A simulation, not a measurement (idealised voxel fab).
process module | voxel capacitor over wiring
We display cut, a cross-section 210 nm in width whose square cells are each 5 nm.
In this document a cross-section is written as a grid of square cells. It is given as a series of bands, listed from the top down, and a band is one or more rows of cells.
Basically the band line says how high the top is and how high the bottom is, in nm, and then what's in it from left to right, every material with its width in nm. Empty space shows up as "air", and if a single material carries "throughout" it runs the full band edge to edge.
The reference from which all heights are counted is 0, the level beneath which the as-received wafer is entirely one material; the lowest band, having no lower bound, proceeds downward and is written after the example "0 down".
The two numbers in a width such as "30..40" mark its ends across the band: the first belongs to the top row of cells, the second to the bottom row, and from each row to the next the width moves by the same amount.
Where a step carries "all unchanged", the cross-section came out of it unchanged, cell for cell.
"Fully sealed voids" specifies each empty space that is not open to the top and that occupies no fewer than 8 cells, using the form width x height at distance, the distance measured from the left edge and all three quantities in nm.
Read whatever lies past the settings on a step's line as the simulator's own remark about the step.
What "overlay nm" on a step's line means: if the step has a mask, that mask lay this far to the right of its planned place, or, when the value is negative, to the left.

**Process steps - plan**
| 1 | RECEIVE, material Si |
| 2 | CONFORMAL_DEP, material SiO2, thk nm 15 |
| 3 | CONFORMAL_DEP, material SiN, thk nm 5 |
| 4 | DIRECTIONAL_DEP, material lowk, thk nm 15 |
| 5 | PATTERN, tone open, mask id METAL_1, material resist, width nm 20, pitch nm 75, thk nm 20, overlay nm 0 |
| 6 | DIRECTIONAL_ETCH, etch materials lowk, depth nm 15 |
| 7 | DIRECTIONAL_ETCH, etch materials SiN, depth nm 5 |
| 8 | STRIP, etch materials resist |
| 9 | CONFORMAL_DEP, material TiN, thk nm 5 |
| 10 | FILL_DEP, material Ru, thk nm 10 |
| 11 | CMP, height nm 35 |
| 12 | EPI, material Ru, thk nm 5 |
| 13 | FILL_DEP, material SiCN, thk nm 5 |
| 14 | DIRECTIONAL_DEP, material lowk, thk nm 10 |
| 15 | MASKED_ETCH, tone open, mask id PLUG_1, width nm 15, etch materials lowk, depth nm 10, overlay nm 0 |
| 16 | MASKED_ETCH, tone open, mask id PLUG_1, width nm 15, etch materials SiCN, depth nm 5, overlay nm 0 |
| 17 | EPI, material Ru, thk nm 10 |
| 18 | EPI, material Ru, thk nm 5 |
| 19 | DIRECTIONAL_DEP, material TiN, thk nm 5 |
| 20 | DIRECTIONAL_DEP, material Al2O3, thk nm 5 |
| 21 | DIRECTIONAL_DEP, material TiN, thk nm 5 |
| 22 | DIRECTIONAL_DEP, material aC, thk nm 15 |
| 23 | PATTERN, tone cover, mask id UPPER_PLATE, material resist, width nm 60, thk nm 35, overlay nm 0 |
| 24 | DIRECTIONAL_ETCH, etch materials aC, depth nm 15 |
| 25 | STRIP, etch materials resist |
| 26 | DIRECTIONAL_ETCH, etch materials TiN, depth nm 5 |
| 27 | DIRECTIONAL_ETCH, etch materials Al2O3, depth nm 5 |
| 28 | STRIP, etch materials aC |
| 29 | MASKED_ETCH, tone cover, mask id LOWER_PLATE, width nm 70, etch materials TiN, depth nm 5, overlay nm 0 |
| 30 | FILL_DEP, material SiO2, thk nm 20 |
| 31 | CMP, height nm 85 |
| 32 | PATTERN, tone open, mask id PLUG_2, material resist, width nm 15, thk nm 20, overlay nm 0 |
| 33 | DIRECTIONAL_ETCH, etch materials SiO2, depth nm 15 |
| 34 | STRIP, etch materials resist |
| 35 | CONFORMAL_DEP, material TiN, thk nm 5 |
| 36 | FILL_DEP, material Cu, thk nm 10 |
| 37 | CMP, height nm 85 |
| 38 | CONFORMAL_DEP, material SiCN, thk nm 5 |

**as received, after step 1**
- 0 down  Si throughout
- Fully sealed voids: none

**The first of the two wafers as seen in cross-section once the module was finished; processing followed the plan**
- 90 to 85  SiCN throughout
- 85 to 75  70 nm SiO2, 5 nm TiN, 5 nm Cu, 5 nm TiN, 125 nm SiO2
- 75 to 65  70..60 nm SiO2, 15..60 nm TiN, 125..90 nm SiO2
- 65 to 60  60 nm SiO2, 60 nm Al2O3, 90 nm SiO2
- 60 to 55  55 nm SiO2, 70 nm TiN, 85 nm SiO2
- 55 to 45  60 nm lowk, 15 nm Ru, 135 nm lowk
- 45 to 40  60 nm SiCN, 15 nm Ru, 135 nm SiCN
- 40 to 35  50 nm SiCN, 30 nm Ru, 45 nm SiCN, 30 nm Ru, 55 nm SiCN
- 35 to 20  55 nm lowk, 5 nm TiN, 10 nm Ru, 5 nm TiN, 55 nm lowk, 5 nm TiN, 10 nm Ru, 5 nm TiN, 60 nm lowk
- 20 to 15  55 nm SiN, 20 nm TiN, 55 nm SiN, 20 nm TiN, 60 nm SiN
- 15 to 0  SiO2 throughout
- 0 down  Si throughout
- Fully sealed voids: none

**Wafer two cross-section, module end. Start and plan unchanged from wafer one; one mistake made during the run**
- 90 to 85  SiCN throughout
- 85 to 75  70 nm SiO2, 5 nm TiN, 5 nm Cu, 5 nm TiN, 125 nm SiO2
- 75 to 65  70..60 nm SiO2, 15..60 nm TiN, 125..90 nm SiO2
- 65 to 60  60 nm SiO2, 60 nm Al2O3, 90 nm SiO2
- 60 to 55  55 nm SiO2, 70 nm TiN, 85 nm SiO2
- 55 to 45  60 nm lowk, 15 nm Ru, 135 nm lowk
- 45 to 40  60 nm SiCN, 15 nm Ru, 135 nm SiCN
- 40 to 35  Ru throughout
- 35 to 30  60 nm TiN, 10 nm Ru, 65 nm TiN, 10 nm Ru, 65 nm TiN
- 30 to 20  55 nm lowk, 5 nm TiN, 10 nm Ru, 5 nm TiN, 55 nm lowk, 5 nm TiN, 10 nm Ru, 5 nm TiN, 60 nm lowk
- 20 to 15  55 nm lowk, 20 nm TiN, 55 nm lowk, 20 nm TiN, 60 nm lowk
- 15 to 0  SiO2 throughout
- 0 down  Si throughout
- Fully sealed voids: none
Against the plan, the run slipped here: heads up, step 3 of the plan was skipped and never actually ran
Bottom line after processing is that, in cells, the second wafer is up or down on some materials versus the first: 30 more of Ru | 30 fewer of SiCN | 34 fewer of SiN | 34 more of TiN
